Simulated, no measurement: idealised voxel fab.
The following is a process module called voxel quadruple lines.
Displayed cross-section: cut, width of 205 nm, square cells sized 5 nm.
A cross-section in this document is a grid of square cells, and it is written down as bands, the top band listed before the ones below it; a band is made up of one or more rows of cells.
Band: top height; bottom height; in nm. Then, left to right: material with width in nm, for each material. "full width": a single material spanning edge to edge. "air": empty space.
Heights are expressed relative to 0, this being the level below which the as-received wafer comprises one material exclusively. The lowest band is unbounded in the downward direction and is denoted as in "top 0, no bottom".
A two-number width, for instance "30 to 40", indicates that the width is equal to the first number in the top row of the band and to the second number in the bottom row, and that it changes by a constant amount per row of cells.
Where the words "remains unaltered" appear for a step, the cross-section shows no cell changed by that step; every cell remained as before.
Closed empty spaces (no open way to the top) of 8 cells or more are what "Sealed void listing" lists, each as width x height at distance from the left edge, nm for all three.
If you see something after the settings on a step's line, that's the simulator's own remark about that step.
The "overlay nm" setting may appear on a step's line; for a step that uses a mask, it gives how far to the right of its planned position the mask lay, and a negative value indicates the left.
The process steps that were planned are listed below:
1 op RECEIVE | material Si
2 op CONFORMAL_DEP | material SiO2 | thk nm 5
3 op DIRECTIONAL_DEP | material Ru | thk nm 15
4 op DIRECTIONAL_DEP | material polySi | thk nm 15
5 op DIRECTIONAL_DEP | material aC | thk nm 20
6 op PATTERN | tone cover | mask id MANDREL | material resist | width nm 20 | pitch nm 60 | thk nm 25 | overlay nm 0
7 op DIRECTIONAL_ETCH | etch materials aC | depth nm 20
8 op STRIP | etch materials resist
9 op CONFORMAL_DEP | material SiO2 | thk nm 10
10 op DIRECTIONAL_ETCH | etch materials SiO2 | depth nm 10
11 op STRIP | etch materials aC
12 op DIRECTIONAL_ETCH | etch materials polySi | depth nm 15
13 op STRIP | etch materials SiO2
14 op CONFORMAL_DEP | material SiN | thk nm 5
15 op DIRECTIONAL_ETCH | etch materials SiN | depth nm 5
16 op STRIP | etch materials polySi
17 op DIRECTIONAL_ETCH | etch materials Ru | depth nm 15
18 op STRIP | etch materials SiN
First of two wafers, processed according to plan:
As-received wafer cross-section (after step 1):
* top 0, no bottom | Si full width
* Sealed void listing: none
After step 2, in cross-section:
* top 5, bottom 0 | SiO2 full width
* Below 0, no change.
After step 3, in cross-section:
* top 20, bottom 5 | Ru full width
* Below 5, no change.
After step 4, in cross-section:
* top 35, bottom 20 | polySi full width
* Below 20, no change.
After step 5, in cross-section:
* top 55, bottom 35 | aC full width
* Below 35, no change.
After step 6, in cross-section:
* top 80, bottom 55 | air: 60 | resist: 20 | air: 40 | resist: 20 | air: 65
* Below 55, no change.
After step 7, in cross-section:
* top 60, bottom 55 | air: 60 | resist: 20 | air: 40 | resist: 20 | air: 65
* top 55, bottom 35 | air: 60 | aC: 20 | air: 40 | aC: 20 | air: 65
* Below 35, no change.
After step 8, in cross-section:
* top 55, bottom 35 | air: 60 | aC: 20 | air: 40 | aC: 20 | air: 65
* Below 35, no change.
After step 9, in cross-section:
* top 65, bottom 55 | air: 50 | SiO2: 40 | air: 20 | SiO2: 40 | air: 55
* top 55, bottom 45 | air: 50 | SiO2: 10 | aC: 20 | SiO2: 10 | air: 20 | SiO2: 10 | aC: 20 | SiO2: 10 | air: 55
* top 45, bottom 35 | SiO2: 60 | aC: 20 | SiO2: 40 | aC: 20 | SiO2: 65
* Below 35, no change.
After step 10, in cross-section:
* top 55, bottom 35 | air: 50 | SiO2: 10 | aC: 20 | SiO2: 10 | air: 20 | SiO2: 10 | aC: 20 | SiO2: 10 | air: 55
* Below 35, no change.
After step 11, in cross-section:
* top 55, bottom 35 | air: 50 | SiO2: 10 | air: 20 | SiO2: 10 | air: 20 | SiO2: 10 | air: 20 | SiO2: 10 | air: 55
* Below 35, no change.
After step 12, in cross-section:
* top 55, bottom 35 | air: 50 | SiO2: 10 | air: 20 | SiO2: 10 | air: 20 | SiO2: 10 | air: 20 | SiO2: 10 | air: 55
* top 35, bottom 20 | air: 50 | polySi: 10 | air: 20 | polySi: 10 | air: 20 | polySi: 10 | air: 20 | polySi: 10 | air: 55
* Below 20, no change.
After step 13, in cross-section:
* top 35, bottom 20 | air: 50 | polySi: 10 | air: 20 | polySi: 10 | air: 20 | polySi: 10 | air: 20 | polySi: 10 | air: 55
* Below 20, no change.
After step 14, in cross-section:
* top 40, bottom 35 | air: 45 | SiN: 20 | air: 10 | SiN: 20 | air: 10 | SiN: 20 | air: 10 | SiN: 20 | air: 50
* top 35, bottom 25 | air: 45 | SiN: 5 | polySi: 10 | SiN: 5 | air: 10 | SiN: 5 | polySi: 10 | SiN: 5 | air: 10 | SiN: 5 | polySi: 10 | SiN: 5 | air: 10 | SiN: 5 | polySi: 10 | SiN: 5 | air: 50
* top 25, bottom 20 | SiN: 50 | polySi: 10 | SiN: 20 | polySi: 10 | SiN: 20 | polySi: 10 | SiN: 20 | polySi: 10 | SiN: 55
* Below 20, no change.
After step 15, in cross-section:
* top 35, bottom 20 | air: 45 | SiN: 5 | polySi: 10 | SiN: 5 | air: 10 | SiN: 5 | polySi: 10 | SiN: 5 | air: 10 | SiN: 5 | polySi: 10 | SiN: 5 | air: 10 | SiN: 5 | polySi: 10 | SiN: 5 | air: 50
* Below 20, no change.
After step 16, in cross-section:
* top 35, bottom 20 | air: 45 | SiN: 5 | air: 10 | SiN: 5 | air: 10 | SiN: 5 | air: 10 | SiN: 5 | air: 10 | SiN: 5 | air: 10 | SiN: 5 | air: 10 | SiN: 5 | air: 10 | SiN: 5 | air: 50
* Below 20, no change.
After step 17, in cross-section:
* top 35, bottom 20 | air: 45 | SiN: 5 | air: 10 | SiN: 5 | air: 10 | SiN: 5 | air: 10 | SiN: 5 | air: 10 | SiN: 5 | air: 10 | SiN: 5 | air: 10 | SiN: 5 | air: 10 | SiN: 5 | air: 50
* top 20, bottom 5 | air: 45 | Ru: 5 | air: 10 | Ru: 5 | air: 10 | Ru: 5 | air: 10 | Ru: 5 | air: 10 | Ru: 5 | air: 10 | Ru: 5 | air: 10 | Ru: 5 | air: 10 | Ru: 5 | air: 50
* Below 5, no change.
After step 18, in cross-section:
* top 20, bottom 5 | air: 45 | Ru: 5 | air: 10 | Ru: 5 | air: 10 | Ru: 5 | air: 10 | Ru: 5 | air: 10 | Ru: 5 | air: 10 | Ru: 5 | air: 10 | Ru: 5 | air: 10 | Ru: 5 | air: 50
* Below 5, no change.
The second wafer was prepared from the same starting point and under the same plan as the first; its processing contained one mistake, and it remains indistinguishable from the first wafer up to and including step 5:
What the second wafer looks like in cross-section when step 6 should have wrapped up:
* top 80, bottom 55 | air: 70 | resist: 20 | air: 40 | resist: 20 | air: 55
* Below 55, no change.
What the second wafer looks like in cross-section when step 7 should have wrapped up:
* top 60, bottom 55 | air: 70 | resist: 20 | air: 40 | resist: 20 | air: 55
* top 55, bottom 35 | air: 70 | aC: 20 | air: 40 | aC: 20 | air: 55
* Below 35, no change.
What the second wafer looks like in cross-section when step 8 should have wrapped up:
* top 55, bottom 35 | air: 70 | aC: 20 | air: 40 | aC: 20 | air: 55
* Below 35, no change.
What the second wafer looks like in cross-section when step 9 should have wrapped up:
* top 65, bottom 55 | air: 60 | SiO2: 40 | air: 20 | SiO2: 40 | air: 45
* top 55, bottom 45 | air: 60 | SiO2: 10 | aC: 20 | SiO2: 10 | air: 20 | SiO2: 10 | aC: 20 | SiO2: 10 | air: 45
* top 45, bottom 35 | SiO2: 70 | aC: 20 | SiO2: 40 | aC: 20 | SiO2: 55
* Below 35, no change.
What the second wafer looks like in cross-section when step 10 should have wrapped up:
* top 55, bottom 35 | air: 60 | SiO2: 10 | aC: 20 | SiO2: 10 | air: 20 | SiO2: 10 | aC: 20 | SiO2: 10 | air: 45
* Below 35, no change.
What the second wafer looks like in cross-section when step 11 should have wrapped up:
* top 55, bottom 35 | air: 60 | SiO2: 10 | air: 20 | SiO2: 10 | air: 20 | SiO2: 10 | air: 20 | SiO2: 10 | air: 45
* Below 35, no change.
What the second wafer looks like in cross-section when step 12 should have wrapped up:
* top 55, bottom 35 | air: 60 | SiO2: 10 | air: 20 | SiO2: 10 | air: 20 | SiO2: 10 | air: 20 | SiO2: 10 | air: 45
* top 35, bottom 20 | air: 60 | polySi: 10 | air: 20 | polySi: 10 | air: 20 | polySi: 10 | air: 20 | polySi: 10 | air: 45
* Below 20, no change.
What the second wafer looks like in cross-section when step 13 should have wrapped up:
* top 35, bottom 20 | air: 60 | polySi: 10 | air: 20 | polySi: 10 | air: 20 | polySi: 10 | air: 20 | polySi: 10 | air: 45
* Below 20, no change.
What the second wafer looks like in cross-section when step 14 should have wrapped up:
* top 40, bottom 35 | air: 55 | SiN: 20 | air: 10 | SiN: 20 | air: 10 | SiN: 20 | air: 10 | SiN: 20 | air: 40
* top 35, bottom 25 | air: 55 | SiN: 5 | polySi: 10 | SiN: 5 | air: 10 | SiN: 5 | polySi: 10 | SiN: 5 | air: 10 | SiN: 5 | polySi: 10 | SiN: 5 | air: 10 | SiN: 5 | polySi: 10 | SiN: 5 | air: 40
* top 25, bottom 20 | SiN: 60 | polySi: 10 | SiN: 20 | polySi: 10 | SiN: 20 | polySi: 10 | SiN: 20 | polySi: 10 | SiN: 45
* Below 20, no change.
What the second wafer looks like in cross-section when step 15 should have wrapped up:
* top 35, bottom 20 | air: 55 | SiN: 5 | polySi: 10 | SiN: 5 | air: 10 | SiN: 5 | polySi: 10 | SiN: 5 | air: 10 | SiN: 5 | polySi: 10 | SiN: 5 | air: 10 | SiN: 5 | polySi: 10 | SiN: 5 | air: 40
* Below 20, no change.
What the second wafer looks like in cross-section when step 16 should have wrapped up:
* top 35, bottom 20 | air: 55 | SiN: 5 | air: 10 | SiN: 5 | air: 10 | SiN: 5 | air: 10 | SiN: 5 | air: 10 | SiN: 5 | air: 10 | SiN: 5 | air: 10 | SiN: 5 | air: 10 | SiN: 5 | air: 40
* Below 20, no change.
What the second wafer looks like in cross-section when step 17 should have wrapped up:
* top 35, bottom 20 | air: 55 | SiN: 5 | air: 10 | SiN: 5 | air: 10 | SiN: 5 | air: 10 | SiN: 5 | air: 10 | SiN: 5 | air: 10 | SiN: 5 | air: 10 | SiN: 5 | air: 10 | SiN: 5 | air: 40
* top 20, bottom 5 | air: 55 | Ru: 5 | air: 10 | Ru: 5 | air: 10 | Ru: 5 | air: 10 | Ru: 5 | air: 10 | Ru: 5 | air: 10 | Ru: 5 | air: 10 | Ru: 5 | air: 10 | Ru: 5 | air: 40
* Below 5, no change.
What the second wafer looks like in cross-section when step 18 should have wrapped up:
* top 20, bottom 5 | air: 55 | Ru: 5 | air: 10 | Ru: 5 | air: 10 | Ru: 5 | air: 10 | Ru: 5 | air: 10 | Ru: 5 | air: 10 | Ru: 5 | air: 10 | Ru: 5 | air: 10 | Ru: 5 | air: 40
* Below 5, no change.
Error vs. plan: off-plan run, step 6, actual operation and settings op PATTERN | tone cover | mask id MANDREL | material resist | width nm 20 | pitch nm 60 | thk nm 25 | overlay nm 10
By the end, you'd get the same cell count for each material on either wafer, but the second wafer puts them somewhere else.
